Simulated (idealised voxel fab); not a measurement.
The document below concerns the process module designated voxel trench capacitor.
Section shown: cut. Width: 295 nm. Cell size: 5 nm, square.
If you're reading a cross-section in this doc, picture square cells in a grid; it comes to you as bands, top ones listed first down to the bottom, and a band can be one or more rows of cells. For a band, the entry starts with two heights in nm, that of the top and then that of the bottom, and carries on with the band's materials in order from left to right, each alongside its width in nm; the word "throughout" beside a single material means it fills the band edge to edge, and "empty" means empty space. Measure heights from 0. That's the level where, below it, the as-received wafer is all one material. The lowest band is bottomless and extends downward; write it as in "0..down". Think of "30..40" as a width that walks from the first number to the second as you go down the band, top row to bottom row, taking equal-sized steps from row to row. You'll sometimes find "nothing changed" written for a step, and that's the way of saying that nowhere in the cross-section did a cell change during that step. Any empty space of 8 cells or more lacking an open way to the top shows up in "Enclosed void catalog" as width x height at distance, distance from the left edge, in nm. On a step's line, text after the settings is the simulator commenting on that step. A step line may carry the setting "overlay nm", which, for steps involving a mask, states the distance by which the mask lay to the right of its intended position; negative values denote displacement to the left.
[The process steps that were planned are listed below]
| 1 | RECEIVE (material Si) |
| 2 | CONFORMAL_DEP (material SiN; thk nm 5) |
| 3 | PATTERN (tone open; mask id TRENCH; material resist; width nm 15; pitch nm 35; thk nm 20; overlay nm 0) |
| 4 | DIRECTIONAL_ETCH (etch materials SiN; depth nm 10) |
| 5 | DIRECTIONAL_ETCH (etch materials Si; depth nm 25) |
| 6 | STRIP (etch materials resist) |
| 7 | CONFORMAL_DEP (material Al2O3; thk nm 5) |
| 8 | FILL_DEP (material polySi; thk nm 5) |
| 9 | CMP (height nm 10) |
Wafers differ in thk nm at step 2; plan lists the first wafer's value; identical starting state.
[Step 1 complete: as-received cross-section of the first of several wafers]
0..down | Si throughout
Enclosed void catalog: none
[each wafer at the end: cells of each material gained (+) or lost (-) since it was received, then its closed voids]
thk nm 5 | +95 Al2O3 | -45 Si | +50 SiN | +18 polySi | Enclosed void catalog: none
thk nm 10 | +45 Al2O3 | -45 Si | +100 SiN | +18 polySi | Enclosed void catalog: none
thk nm 15 | +9 Al2O3 | +109 SiN | Enclosed void catalog: none
thk nm 20 | +118 SiN | Enclosed void catalog: none
thk nm 25 | +118 SiN | Enclosed void catalog: none
